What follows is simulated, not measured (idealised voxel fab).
The name of this process module is voxel spacer lines.
Cross-sectional view cut (width: 235 nm; square cell size: 5 nm).
Cross-section format: a grid of square cells, given as bands from top to bottom; each band is one or more rows of cells. Look at the band entry: it leads with the top's height and the bottom's height in nm. Then it lists the materials left to right, with a width in nm for each. The word "full width" on a single material says that material fills the band edge to edge. The word "blank" is empty space. Convention: height 0 is the level below which the wafer, as received, is all one material. The lowest band does not terminate at the bottom but continues downward, represented as "0 down". The width entry "30..40" should be interpreted row by row: the top row of cells in the band takes the first number, the bottom row takes the second number, and the change between adjacent rows is uniform throughout. Step note "remains unaltered" = no cross-section cell changed. Empty spaces counting at least 8 cells and having no open way to the top are listed in "Sealed-off cavities". The notation width x height at distance is used for each, the distance being from the left edge and all three values in nm. Note: text after step settings on the step line = simulator remark on that step. When a step includes a mask, the "overlay nm" setting on its line states how far to the right of its planned place that mask lay, and negative values state how far to the left.

### Intended process steps
1: RECEIVE with material Si
2: CONFORMAL_DEP with material SiO2, thk nm 5
3: DIRECTIONAL_DEP with material TiN, thk nm 20
4: DIRECTIONAL_DEP with material aC, thk nm 20
5: PATTERN with tone cover, mask id MANDREL, material resist, width nm 15, pitch nm 60, thk nm 25, overlay nm 0
6: DIRECTIONAL_ETCH with etch materials aC, depth nm 20
7: STRIP with etch materials resist
8: CONFORMAL_DEP with material SiN, thk nm 15
9: DIRECTIONAL_ETCH with etch materials SiN, depth nm 15
10: STRIP with etch materials aC
11: DIRECTIONAL_ETCH with etch materials TiN, depth nm 20
12: STRIP with etch materials SiN
13: FILL_DEP with material SiO2, thk nm 5
14: CMP with height nm 25
Wafer-to-wafer difference: width nm, step 5. Common start. Plan = first wafer's value.

### Received wafers, first of several: cross-section after step 1
    0 down | Si full width
    Sealed-off cavities: none

### Depicted here is the first of several wafers in cross-section, at module completion following the last step, step 14
    25 to 5 | 65 nm SiO2; 15 nm TiN; 15 nm SiO2; 15 nm TiN; 15 nm SiO2; 15 nm TiN; 15 nm SiO2; 15 nm TiN; 65 nm SiO2
    5 to 0 | SiO2 full width
    0 down | Si full width
    Sealed-off cavities: none

### Final wafer of several, shown in cross-section at the end of the module
    25 to 5 | 60 nm SiO2; 15 nm TiN; 30 nm SiO2; 30 nm TiN; 30 nm SiO2; 15 nm TiN; 55 nm SiO2
    5 to 0 | SiO2 full width
    0 down | Si full width
    Sealed-off cavities: none

### Row per wafer, end-of-module: cell gain (+)/loss (-) by material since the wafer came in, then closed voids
width nm 15; +187 SiO2; +48 TiN; Sealed-off cavities: none
width nm 20; +187 SiO2; +48 TiN; Sealed-off cavities: none
width nm 25; +187 SiO2; +48 TiN; Sealed-off cavities: none
width nm 30; +187 SiO2; +48 TiN; Sealed-off cavities: none
